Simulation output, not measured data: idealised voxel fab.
The process module presented herein is designated voxel tone inversion.
The cross-section shown here is cut; it is 285 nm wide and divided into square cells measuring 5 nm on a side.
Cross-section format: a grid of square cells, given as bands from top to bottom; each band is one or more rows of cells.
Heads up on the band format: heights come first, top then bottom, in nm. After that it's the materials left to right, each with its width in nm. A single material flagged "full width" fills the whole band edge to edge, and "blank" means there's empty space there.
Heights are reckoned from 0. Under this level, the received wafer is all of one material. The bottommost band is open-ended downward, for example "0 down".
When a width is written as two numbers, as in "30 to 40", the first number is the width in the top row of cells of the band and the second is the width in its bottom row, and the width changes by the same amount from each row to the next.
"changes: none" (step): cross-section cells unchanged, all of them.
Empty spaces without an open route to the top, at least 8 cells in extent, make up the entry "Closed cavities"; each is given as width x height at distance, where the distance is measured from the left edge, and all are in nm.
Text after the settings on a step's line: the simulator's own remark on that step.
Among the settings permitted on a step's line is "overlay nm"; applied to a step with a mask, it specifies the extent to which the mask lay to the right of its planned position, whereas a negative figure signifies a position to the left.
[List of planned process steps]
step 1: RECEIVE [material Si]
step 2: CONFORMAL_DEP [material SiN] [thk nm 5]
step 3: DIRECTIONAL_DEP [material aC] [thk nm 20]
step 4: PATTERN [tone cover] [mask id POSTS] [material resist] [width nm 15] [pitch nm 45] [thk nm 25] [overlay nm 0]
step 5: DIRECTIONAL_ETCH [etch materials aC] [depth nm 20]
step 6: STRIP [etch materials resist]
step 7: FILL_DEP [material SiO2] [thk nm 10]
step 8: CMP [height nm 25]
step 9: STRIP [etch materials aC]
step 10: CONFORMAL_DEP [material TiN] [thk nm 5]
step 11: FILL_DEP [material Ru] [thk nm 5]
step 12: CMP [height nm 25]
step 13: CONFORMAL_DEP [material SiCN] [thk nm 5]
[Cross-section of the wafer as it came to us, i.e., already through step 1]
* 0 down  Si full width
* Closed cavities: none
[Result of the module, cross-sectioned: start per above, plan per above, one error in how it was run]
* 30 to 25  SiCN full width
* 25 to 10  105 of Ru; 5 of TiN; 15 of SiO2; 5 of TiN; 20 of Ru; 5 of TiN; 15 of SiO2; 5 of TiN; 110 of Ru
* 10 to 5  110 of TiN; 15 of SiO2; 30 of TiN; 15 of SiO2; 115 of TiN
* 5 to 0  SiN full width
* 0 down  Si full width
* Closed cavities: none
Deviation noted in wafer processing: step 4 went in with a setting other than planned; the actual run was PATTERN [tone open] [mask id POSTS] [material resist] [width nm 15] [pitch nm 45] [thk nm 25] [overlay nm 0]
